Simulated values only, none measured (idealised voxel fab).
You're looking at the process module voxel self aligned vias.
The cross-section shown here is cut; it is 285 nm wide and divided into square cells measuring 5 nm on a side.
Think of the cross-section as a grid of square cells. We describe it in bands, top to bottom, and each band covers one or more rows of those cells. Top, bottom (nm), then materials left to right with widths (nm); lone material tagged "everywhere" fills the whole band edge to edge; "air" = empty space. The level at which height equals 0 is the one under which the wafer, as it arrives, is entirely one material. No lower edge exists for the bottom band, which continues downward and is notated as in "0..down". Read "30->40" as a graded width: first number on top, second number at the bottom, same change between each pair of neighbouring rows. "no modification" (step): cross-section cells unchanged, all of them. Any empty space of 8 cells or more lacking an open way to the top shows up in "Closed voids list" as width x height at distance, distance from the left edge, in nm. Read whatever lies past the settings on a step's line as the simulator's own remark about the step. The "overlay nm" setting may appear on a step's line; for a step that uses a mask, it gives how far to the right of its planned position the mask lay, and a negative value indicates the left.

The following list gives the planned process steps:
step 1: RECEIVE [material Si]
step 2: CONFORMAL_DEP [material SiO2] [thk nm 10]
step 3: CONFORMAL_DEP [material SiCN] [thk nm 5]
step 4: DIRECTIONAL_DEP [material SiO2] [thk nm 30]
step 5: DIRECTIONAL_DEP [material aC] [thk nm 10]
step 6: PATTERN [tone open] [mask id LINES] [material resist] [width nm 15] [pitch nm 60] [thk nm 25] [overlay nm 0]
step 7: DIRECTIONAL_ETCH [etch materials aC] [depth nm 10]
step 8: STRIP [etch materials resist]
step 9: DIRECTIONAL_ETCH [etch materials SiO2] [depth nm 30]
step 10: STRIP [etch materials aC]
step 11: CONFORMAL_DEP [material TiN] [thk nm 5]
step 12: FILL_DEP [material Ru] [thk nm 10]
step 13: CMP [height nm 45]
step 14: SELECTIVE_ETCH [etch materials W Ru TiN] [depth nm 10]
step 15: FILL_DEP [material SiN] [thk nm 10]
step 16: CMP [height nm 45]
step 17: DIRECTIONAL_DEP [material SiO2] [thk nm 20]
step 18: DIRECTIONAL_DEP [material aC] [thk nm 10]
step 19: PATTERN [tone open] [mask id VIAS] [material resist] [width nm 45] [pitch nm 60] [thk nm 30] [overlay nm 0]
step 20: DIRECTIONAL_ETCH [etch materials aC] [depth nm 10]
step 21: STRIP [etch materials resist]
step 22: DIRECTIONAL_ETCH [etch materials SiO2] [depth nm 20]
step 23: DIRECTIONAL_ETCH [etch materials SiN] [depth nm 10]
step 24: STRIP [etch materials aC]
step 25: CONFORMAL_DEP [material TiN] [thk nm 5]
step 26: FILL_DEP [material Cu] [thk nm 5]
step 27: CMP [height nm 65]
step 28: CONFORMAL_DEP [material SiN] [thk nm 5]
All wafers enter the flow in the same state. The width nm at step 6 differs from wafer to wafer, and the plan gives the value for the first wafer.

First of several wafers, received after step 1, in cross-section:
  0..down | Si everywhere
  Closed voids list: none

End of module, by wafer: material-by-material cell gain (+) or loss (-) since receipt, then closed voids:
width nm 15, +69 Cu, +9 Ru, +57 SiCN, +57 SiN, +522 SiO2, +84 TiN, Closed voids list: none
width nm 20, +75 Cu, +18 Ru, +57 SiCN, +57 SiN, +504 SiO2, +87 TiN, Closed voids list: none
width nm 25, +81 Cu, +27 Ru, +57 SiCN, +57 SiN, +486 SiO2, +90 TiN, Closed voids list: none
width nm 30, +87 Cu, +36 Ru, +57 SiCN, +57 SiN, +468 SiO2, +93 TiN, Closed voids list: none
width nm 35, +93 Cu, +45 Ru, +57 SiCN, +57 SiN, +450 SiO2, +96 TiN, Closed voids list: none
width nm 40, +99 Cu, +54 Ru, +57 SiCN, +57 SiN, +432 SiO2, +99 TiN, Closed voids list: none
